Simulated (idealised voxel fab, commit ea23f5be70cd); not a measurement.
This is a process module. Its name is voxel tone inversion.
Cross-section cut spans 215 nm and uses square cells 5 nm in size.
This document writes a cross-section as a grid whose cells are square, and gives it as bands, listed from the top down; one or more rows of cells form a band.
This entry defines a band. It first specifies the height of the band's top and the height of its bottom in nm, and then specifies the band's materials from left to right, stating each material with its width in nm. The word "throughout" identifies a single material that fills the band from edge to edge, while the word "air" identifies empty space.
Heights are measured from 0, the level below which the as-received wafer is all one material; the lowest band has no bottom and continues downward, written as in "0 nm and below".
You'd read "30..40" like this: the band's top row of cells is as wide as the first number, its bottom row is as wide as the second, and going down, every row changes width by the same amount as the row before did.
Key: "remained the same" - step with no changed cell in the cross-section.
Empty spaces without an open route to the top, at least 8 cells in extent, make up the entry "closed voids"; each is given as width x height at distance, where the distance is measured from the left edge, and all are in nm.
Step line, after settings: the simulator's comment on this step.
overlay nm: on a step with a mask, how far right of its planned place the mask lay; negative means left.

[List of planned process steps]
1) RECEIVE | material Si
2) CONFORMAL_DEP | material SiN | thk nm 5
3) DIRECTIONAL_DEP | material polySi | thk nm 15
4) PATTERN | tone cover | mask id POSTS | material resist | width nm 20 | pitch nm 40 | thk nm 20 | overlay nm 0
5) DIRECTIONAL_ETCH | etch materials polySi | depth nm 15
6) STRIP | etch materials resist
7) FILL_DEP | material SiO2 | thk nm 5
8) CMP | height nm 20
9) STRIP | etch materials polySi

[Cross-section, incoming material, after step 1]
    0 nm and below  Si throughout
    closed voids: none

[Cross-section, first of two wafers, end of module, run as planned]
    20 nm to 5 nm  35 SiO2 | 20 air | 20 SiO2 | 20 air | 20 SiO2 | 20 air | 20 SiO2 | 20 air | 40 SiO2
    5 nm to 0 nm  SiN throughout
    0 nm and below  Si throughout
    closed voids: none

[Second of two wafers, module complete, sectioned: it shares the first wafer's start and plan but was run with one mistake]
    20 nm to 15 nm  SiN throughout
    15 nm to 0 nm  polySi throughout
    0 nm and below  Si throughout
    closed voids: none
Heads up, the wafer didn't run the way we planned it: steps 2 and 3 were swapped
Final tally in cells, some materials are higher or lower on the second wafer than on the first: SiO2: 81 fewer | polySi: 129 more
